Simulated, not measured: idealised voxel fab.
process module | voxel self aligned vias
cross-section cut | 180 nm wide | cells 5 nm
A cross-section is a grid of square cells, given in bands from the top down. A band is one or more rows of cells.
Each band's line starts with the height of the band's top and of its bottom, in nm. Then come its materials from left to right, each with its width in nm. One material with "throughout" fills the band from edge to edge. "air" is empty space.
Height 0 is the level under which the wafer as received is all one material. The lowest band goes on downwards, as in "0 down".
A width such as "30 to 40" changes by the same amount from each row of cells to the next, from the band's top row to its bottom row.
"no change" after a step means that no cell of the cross-section changed.
closed voids: empty space of 8 cells or more with no open way to the top, each as width x height at its distance from the left edge, in nm
after a step's settings: what the simulator itself notes on the step
overlay nm, on a step with a mask: how far to the right of its planned place the mask lay; to the left if negative
plan
1 op RECEIVE | material Si
2 op CONFORMAL_DEP | material SiO2 | thk nm 10
3 op CONFORMAL_DEP | material SiCN | thk nm 5
4 op DIRECTIONAL_DEP | material SiO2 | thk nm 25
5 op PATTERN | tone open | mask id LINES | material resist | width nm 30 | pitch nm 55 | thk nm 20 | overlay nm 0
6 op DIRECTIONAL_ETCH | etch materials SiO2 | depth nm 25
7 op STRIP | etch materials resist
8 op CONFORMAL_DEP | material TiN | thk nm 5
9 op FILL_DEP | material W | thk nm 10
10 op CMP | height nm 40
11 op SELECTIVE_ETCH | etch materials W Ru TiN | depth nm 10
12 op FILL_DEP | material SiN | thk nm 5
13 op CMP | height nm 40
14 op DIRECTIONAL_DEP | material SiO2 | thk nm 20
15 op PATTERN | tone open | mask id VIAS | material resist | width nm 40 | pitch nm 55 | thk nm 20 | overlay nm 0
16 op DIRECTIONAL_ETCH | etch materials SiO2 | depth nm 20
17 op DIRECTIONAL_ETCH | etch materials SiN | depth nm 10
18 op STRIP | etch materials resist
19 op CONFORMAL_DEP | material TiN | thk nm 5
20 op FILL_DEP | material Cu | thk nm 5
21 op CMP | height nm 60
22 op CONFORMAL_DEP | material SiN | thk nm 5
as received, after step 1
  0 down: Si throughout
  closed voids: none
a wafer at the end: this start, this plan, one mistake
  65 to 60: SiN throughout
  60 to 35: SiO2 40 | TiN 5 | Cu 30 | TiN 5 | SiO2 15 | TiN 5 | Cu 30 | TiN 5 | SiO2 45
  35 to 30: SiO2 40 | TiN 40 | SiO2 15 | TiN 40 | SiO2 45
  30 to 20: SiO2 40 | TiN 10 | W 20 | TiN 10 | SiO2 15 | TiN 10 | W 20 | TiN 10 | SiO2 45
  20 to 15: SiO2 45 | TiN 30 | SiO2 25 | TiN 30 | SiO2 50
  15 to 10: SiCN throughout
  10 to 0: SiO2 throughout
  0 down: Si throughout
  closed voids: none
what went wrong: step 16 was run twice
